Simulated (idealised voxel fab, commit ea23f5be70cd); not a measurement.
The following process module bears the name voxel self aligned contacts.
cross-section cut | 265 nm wide | cells 5 nm
Cross-section spec: square-cell grid; bands listed top down; each band is one or more rows. Top, bottom (nm), then materials left to right with widths (nm); lone material tagged "all across" fills the whole band edge to edge; "blank" = empty space. For the purposes of this specification, 0 denotes the height below which the wafer in its as-received condition is composed wholly of one material, and the lowermost band, lacking a lower limit, extends downward without end, as expressed in "z 0 and below". The notation "30 to 40" denotes a width that varies across the rows of cells in the band, beginning at the first number in the top row, finishing at the second number in the bottom row, and changing by an identical amount from each row to the next. Take "remains unaltered" at face value: in the step it is given for, the cross-section changed in none of its cells. What "Enclosed voids" gives you is every empty space of 8 cells or more that is cut off from the top. Each appears as width x height at distance, with the distance taken from the left edge and width, height and distance all in nm. That trailing text on a step's line, after the settings, is the simulator's own remark on the step. "overlay nm" on a masked step: distance the mask lay right of its planned place, negative for left.

Planned process steps:
1 RECEIVE,material Si
2 CONFORMAL_DEP,material SiO2,thk nm 5
3 DIRECTIONAL_DEP,material polySi,thk nm 25
4 DIRECTIONAL_DEP,material SiN,thk nm 20
5 PATTERN,tone cover,mask id GATE,material resist,width nm 30,pitch nm 70,thk nm 20,overlay nm 0
6 DIRECTIONAL_ETCH,etch materials SiN,depth nm 20
7 DIRECTIONAL_ETCH,etch materials polySi,depth nm 25
8 STRIP,etch materials resist
9 CONFORMAL_DEP,material SiN,thk nm 10
10 DIRECTIONAL_ETCH,etch materials SiN,depth nm 10
11 FILL_DEP,material SiO2,thk nm 15
12 CMP,height nm 60
13 MASKED_ETCH,tone open,mask id CONTACT,width nm 50,pitch nm 70,etch materials SiO2,depth nm 60,overlay nm 0
14 CONFORMAL_DEP,material TiN,thk nm 5
15 FILL_DEP,material Ru,thk nm 10
16 CMP,height nm 60
17 CONFORMAL_DEP,material SiN,thk nm 5

The first wafer of two, processed as planned:

Delivered wafer in cross-section: state after step 1:
  z 0 and below: Si all across
  Enclosed voids: none

Step 2 complete: cross-section through the wafer:
  z 5 to 0: SiO2 all across
  At heights below 0, the structure remains unaltered.

Step 3 complete: cross-section through the wafer:
  z 30 to 5: polySi all across
  At heights below 5, the structure remains unaltered.

Step 4 complete: cross-section through the wafer:
  z 50 to 30: SiN all across
  At heights below 30, the structure remains unaltered.

Step 5 complete: cross-section through the wafer:
  z 70 to 50: blank=45 / resist=30 / blank=40 / resist=30 / blank=40 / resist=30 / blank=50
  At heights below 50, the structure remains unaltered.

Step 6 complete: cross-section through the wafer:
  z 70 to 50: blank=45 / resist=30 / blank=40 / resist=30 / blank=40 / resist=30 / blank=50
  z 50 to 30: blank=45 / SiN=30 / blank=40 / SiN=30 / blank=40 / SiN=30 / blank=50
  At heights below 30, the structure remains unaltered.

Step 7 complete: cross-section through the wafer:
  z 70 to 50: blank=45 / resist=30 / blank=40 / resist=30 / blank=40 / resist=30 / blank=50
  z 50 to 30: blank=45 / SiN=30 / blank=40 / SiN=30 / blank=40 / SiN=30 / blank=50
  z 30 to 5: blank=45 / polySi=30 / blank=40 / polySi=30 / blank=40 / polySi=30 / blank=50
  At heights below 5, the structure remains unaltered.

Step 8 complete: cross-section through the wafer:
  z 50 to 30: blank=45 / SiN=30 / blank=40 / SiN=30 / blank=40 / SiN=30 / blank=50
  At heights below 30, the structure remains unaltered.

Step 9 complete: cross-section through the wafer:
  z 60 to 30: blank=35 / SiN=50 / blank=20 / SiN=50 / blank=20 / SiN=50 / blank=40
  z 30 to 15: blank=35 / SiN=10 / polySi=30 / SiN=10 / blank=20 / SiN=10 / polySi=30 / SiN=10 / blank=20 / SiN=10 / polySi=30 / SiN=10 / blank=40
  z 15 to 5: SiN=45 / polySi=30 / SiN=40 / polySi=30 / SiN=40 / polySi=30 / SiN=50
  At heights below 5, the structure remains unaltered.

Step 10 complete: cross-section through the wafer:
  z 50 to 30: blank=35 / SiN=50 / blank=20 / SiN=50 / blank=20 / SiN=50 / blank=40
  z 30 to 5: blank=35 / SiN=10 / polySi=30 / SiN=10 / blank=20 / SiN=10 / polySi=30 / SiN=10 / blank=20 / SiN=10 / polySi=30 / SiN=10 / blank=40
  At heights below 5, the structure remains unaltered.

Step 11 complete: cross-section through the wafer:
  z 65 to 50: SiO2 all across
  z 50 to 30: SiO2=35 / SiN=50 / SiO2=20 / SiN=50 / SiO2=20 / SiN=50 / SiO2=40
  z 30 to 5: SiO2=35 / SiN=10 / polySi=30 / SiN=10 / SiO2=20 / SiN=10 / polySi=30 / SiN=10 / SiO2=20 / SiN=10 / polySi=30 / SiN=10 / SiO2=40
  At heights below 5, the structure remains unaltered.

Step 12 complete: cross-section through the wafer:
  z 60 to 50: SiO2 all across
  At heights below 50, the structure remains unaltered.

Step 13 complete: cross-section through the wafer:
  z 60 to 50: SiO2=70 / blank=50 / SiO2=20 / blank=50 / SiO2=75
  z 50 to 30: SiO2=35 / SiN=50 / blank=20 / SiN=50 / blank=20 / SiN=50 / SiO2=40
  z 30 to 5: SiO2=35 / SiN=10 / polySi=30 / SiN=10 / blank=20 / SiN=10 / polySi=30 / SiN=10 / blank=20 / SiN=10 / polySi=30 / SiN=10 / SiO2=40
  z 5 to 0: SiO2=85 / blank=20 / SiO2=50 / blank=20 / SiO2=90
  At heights below 0, the structure remains unaltered.

Step 14 complete: cross-section through the wafer:
  z 65 to 60: TiN=75 / blank=40 / TiN=30 / blank=40 / TiN=80
  z 60 to 50: SiO2=70 / TiN=5 to 20 / blank=40 to 10 / TiN=5 to 20 / SiO2=20 / TiN=5 to 20 / blank=40 to 10 / TiN=5 to 20 / SiO2=75
  z 50 to 30: SiO2=35 / SiN=50 / TiN=5 / blank=10 / TiN=5 / SiN=50 / TiN=5 / blank=10 / TiN=5 / SiN=50 / SiO2=40
  z 30 to 5: SiO2=35 / SiN=10 / polySi=30 / SiN=10 / TiN=5 / blank=10 / TiN=5 / SiN=10 / polySi=30 / SiN=10 / TiN=5 / blank=10 / TiN=5 / SiN=10 / polySi=30 / SiN=10 / SiO2=40
  z 5 to 0: SiO2=85 / TiN=20 / SiO2=50 / TiN=20 / SiO2=90
  At heights below 0, the structure remains unaltered.

Step 15 complete: cross-section through the wafer:
  z 75 to 65: Ru all across
  z 65 to 60: TiN=75 / Ru=40 / TiN=30 / Ru=40 / TiN=80
  z 60 to 50: SiO2=70 / TiN=5 to 20 / Ru=40 to 10 / TiN=5 to 20 / SiO2=20 / TiN=5 to 20 / Ru=40 to 10 / TiN=5 to 20 / SiO2=75
  z 50 to 30: SiO2=35 / SiN=50 / TiN=5 / Ru=10 / TiN=5 / SiN=50 / TiN=5 / Ru=10 / TiN=5 / SiN=50 / SiO2=40
  z 30 to 5: SiO2=35 / SiN=10 / polySi=30 / SiN=10 / TiN=5 / Ru=10 / TiN=5 / SiN=10 / polySi=30 / SiN=10 / TiN=5 / Ru=10 / TiN=5 / SiN=10 / polySi=30 / SiN=10 / SiO2=40
  At heights below 5, the structure remains unaltered.

Step 16 complete: cross-section through the wafer:
  z 60 to 50: SiO2=70 / TiN=5 to 20 / Ru=40 to 10 / TiN=5 to 20 / SiO2=20 / TiN=5 to 20 / Ru=40 to 10 / TiN=5 to 20 / SiO2=75
  At heights below 50, the structure remains unaltered.

Step 17 complete: cross-section through the wafer:
  z 65 to 60: SiN all across
  At heights below 60, the structure remains unaltered.

second wafer: like start, like plan, one mistake. Through step 3 it matches the first wafer:

Cross-section of the second wafer at the time by which step 4 should have been completed according to the plan:
  z 70 to 30: SiN all across
  At heights below 30, the structure remains unaltered.

Cross-section of the second wafer at the time by which step 5 should have been completed according to the plan:
  z 90 to 70: blank=45 / resist=30 / blank=40 / resist=30 / blank=40 / resist=30 / blank=50
  At heights below 70, the structure remains unaltered.

Cross-section of the second wafer at the time by which step 6 should have been completed according to the plan:
  z 90 to 70: blank=45 / resist=30 / blank=40 / resist=30 / blank=40 / resist=30 / blank=50
  z 70 to 50: blank=45 / SiN=30 / blank=40 / SiN=30 / blank=40 / SiN=30 / blank=50
  At heights below 50, the structure remains unaltered.

Cross-section of the second wafer at the time by which step 7 should have been completed according to the plan: remains unaltered

Cross-section of the second wafer at the time by which step 8 should have been completed according to the plan:
  z 70 to 50: blank=45 / SiN=30 / blank=40 / SiN=30 / blank=40 / SiN=30 / blank=50
  At heights below 50, the structure remains unaltered.

Cross-section of the second wafer at the time by which step 9 should have been completed according to the plan:
  z 80 to 60: blank=35 / SiN=50 / blank=20 / SiN=50 / blank=20 / SiN=50 / blank=40
  z 60 to 30: SiN all across
  At heights below 30, the structure remains unaltered.

Cross-section of the second wafer at the time by which step 10 should have been completed according to the plan:
  z 70 to 50: blank=35 / SiN=50 / blank=20 / SiN=50 / blank=20 / SiN=50 / blank=40
  At heights below 50, the structure remains unaltered.

Cross-section of the second wafer at the time by which step 11 should have been completed according to the plan:
  z 85 to 70: SiO2 all across
  z 70 to 50: SiO2=35 / SiN=50 / SiO2=20 / SiN=50 / SiO2=20 / SiN=50 / SiO2=40
  At heights below 50, the structure remains unaltered.

Cross-section of the second wafer at the time by which step 12 should have been completed according to the plan:
  z 60 to 50: SiO2=35 / SiN=50 / SiO2=20 / SiN=50 / SiO2=20 / SiN=50 / SiO2=40
  At heights below 50, the structure remains unaltered.

Cross-section of the second wafer at the time by which step 13 should have been completed according to the plan:
  z 60 to 50: SiO2=35 / SiN=50 / blank=20 / SiN=50 / blank=20 / SiN=50 / SiO2=40
  At heights below 50, the structure remains unaltered.

Cross-section of the second wafer at the time by which step 14 should have been completed according to the plan:
  z 65 to 60: TiN=90 / blank=10 / TiN=60 / blank=10 / TiN=95
  z 60 to 55: SiO2=35 / SiN=50 / TiN=5 / blank=10 / TiN=5 / SiN=50 / TiN=5 / blank=10 / TiN=5 / SiN=50 / SiO2=40
  z 55 to 50: SiO2=35 / SiN=50 / TiN=20 / SiN=50 / TiN=20 / SiN=50 / SiO2=40
  At heights below 50, the structure remains unaltered.

Cross-section of the second wafer at the time by which step 15 should have been completed according to the plan:
  z 75 to 65: Ru all across
  z 65 to 60: TiN=90 / Ru=10 / TiN=60 / Ru=10 / TiN=95
  z 60 to 55: SiO2=35 / SiN=50 / TiN=5 / Ru=10 / TiN=5 / SiN=50 / TiN=5 / Ru=10 / TiN=5 / SiN=50 / SiO2=40
  At heights below 55, the structure remains unaltered.

Cross-section of the second wafer at the time by which step 16 should have been completed according to the plan:
  z 60 to 55: SiO2=35 / SiN=50 / TiN=5 / Ru=10 / TiN=5 / SiN=50 / TiN=5 / Ru=10 / TiN=5 / SiN=50 / SiO2=40
  At heights below 55, the structure remains unaltered.

Cross-section of the second wafer at the time by which step 17 should have been completed according to the plan:
  z 65 to 60: SiN all across
  At heights below 60, the structure remains unaltered.
what went wrong: in the plan, step 4 was performed twice
Cell-count delta at end, second wafer over first, by material: -52 Ru, +92 SiN, -163 SiO2, -52 TiN, +175 polySi
